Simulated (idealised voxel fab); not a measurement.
process module | voxel gate over fins
cross-section cut | 175 nm wide | cells 5 nm
A cross-section is a grid of square cells, given in bands from the top down. A band is one or more rows of cells.
Each band's line starts with the height of the band's top and of its bottom, in nm. Then come its materials from left to right, each with its width in nm. One material with "throughout" fills the band from edge to edge. "air" is empty space.
Height 0 is the level under which the wafer as received is all one material. The lowest band goes on downwards, as in "0 down".
A width such as "30 to 40" changes by the same amount from each row of cells to the next, from the band's top row to its bottom row.
"no change" after a step means that no cell of the cross-section changed.
closed voids: empty space of 8 cells or more with no open way to the top, each as width x height at its distance from the left edge, in nm
after a step's settings: what the simulator itself notes on the step
overlay nm, on a step with a mask: how far to the right of its planned place the mask lay; to the left if negative
plan
1 op RECEIVE | material Si
2 op CONFORMAL_DEP | material SiN | thk nm 5
3 op DIRECTIONAL_DEP | material aC | thk nm 15
4 op PATTERN | tone cover | mask id FINS | material resist | width nm 15 | pitch nm 35 | thk nm 35 | overlay nm -15
5 op DIRECTIONAL_ETCH | etch materials aC | depth nm 15
6 op STRIP | etch materials resist
7 op DIRECTIONAL_ETCH | etch materials SiN | depth nm 5
8 op DIRECTIONAL_ETCH | etch materials Si | depth nm 30
9 op STRIP | etch materials aC
10 op FILL_DEP | material SiO2 | thk nm 5
11 op CMP | height nm 5
12 op SELECTIVE_ETCH | etch materials SiO2 | depth nm 20
13 op STRIP | etch materials SiN
14 op CONFORMAL_DEP | material HfO2 | thk nm 5
15 op CONFORMAL_DEP | material TiN | thk nm 5
16 op FILL_DEP | material W | thk nm 10
17 op CMP | height nm 15
18 op CONFORMAL_DEP | material SiCN | thk nm 10
varied across the wafers: overlay nm of step 4. The plan shows the first wafer's value. All wafers start alike
first wafer as received, after step 1
  0 down: Si throughout
  closed voids: none
first wafer at the end, after step 18
  25 to 15: SiCN throughout
  15 to 10: W throughout
  10 to 5: W 35 | TiN 70 | W 70
  5 to 0: W 35 | TiN 5 | HfO2 25 | TiN 10 | HfO2 25 | TiN 5 | W 70
  0 to -5: W 35 | TiN 5 | HfO2 5 | Si 15 | HfO2 5 | TiN 10 | HfO2 5 | Si 15 | HfO2 5 | TiN 5 | W 70
  -5 to -10: TiN 40 | HfO2 5 | Si 15 | HfO2 5 | TiN 10 | HfO2 5 | Si 15 | HfO2 5 | TiN 75
  -10 to -15: HfO2 45 | Si 15 | HfO2 20 | Si 15 | HfO2 80
  -15 to -30: SiO2 45 | Si 15 | SiO2 20 | Si 15 | SiO2 80
  -30 down: Si throughout
  closed voids: none
last wafer at the end
  25 to 15: SiCN throughout
  15 to 10: W throughout
  10 to 5: W 65 | TiN 70 | W 40
  5 to 0: W 65 | TiN 5 | HfO2 25 | TiN 10 | HfO2 25 | TiN 5 | W 40
  0 to -5: W 65 | TiN 5 | HfO2 5 | Si 15 | HfO2 5 | TiN 10 | HfO2 5 | Si 15 | HfO2 5 | TiN 5 | W 40
  -5 to -10: TiN 70 | HfO2 5 | Si 15 | HfO2 5 | TiN 10 | HfO2 5 | Si 15 | HfO2 5 | TiN 45
  -10 to -15: HfO2 75 | Si 15 | HfO2 20 | Si 15 | HfO2 50
  -15 to -30: SiO2 75 | Si 15 | SiO2 20 | Si 15 | SiO2 50
  -30 down: Si throughout
  closed voids: none
each wafer at the end: cells of each material gained (+) or lost (-) since it was received, then its closed voids
overlay nm -15 | +47 HfO2 | -174 Si | +70 SiCN | +87 SiO2 | +47 TiN | +98 W | closed voids: none
overlay nm -10 | +47 HfO2 | -174 Si | +70 SiCN | +87 SiO2 | +47 TiN | +98 W | closed voids: none
overlay nm -5 | +47 HfO2 | -174 Si | +70 SiCN | +87 SiO2 | +47 TiN | +98 W | closed voids: none
overlay nm 0 | +47 HfO2 | -174 Si | +70 SiCN | +87 SiO2 | +47 TiN | +98 W | closed voids: none
overlay nm 5 | +47 HfO2 | -174 Si | +70 SiCN | +87 SiO2 | +47 TiN | +98 W | closed voids: none
overlay nm 10 | +47 HfO2 | -174 Si | +70 SiCN | +87 SiO2 | +47 TiN | +98 W | closed voids: none
overlay nm 15 | +47 HfO2 | -174 Si | +70 SiCN | +87 SiO2 | +47 TiN | +98 W | closed voids: none
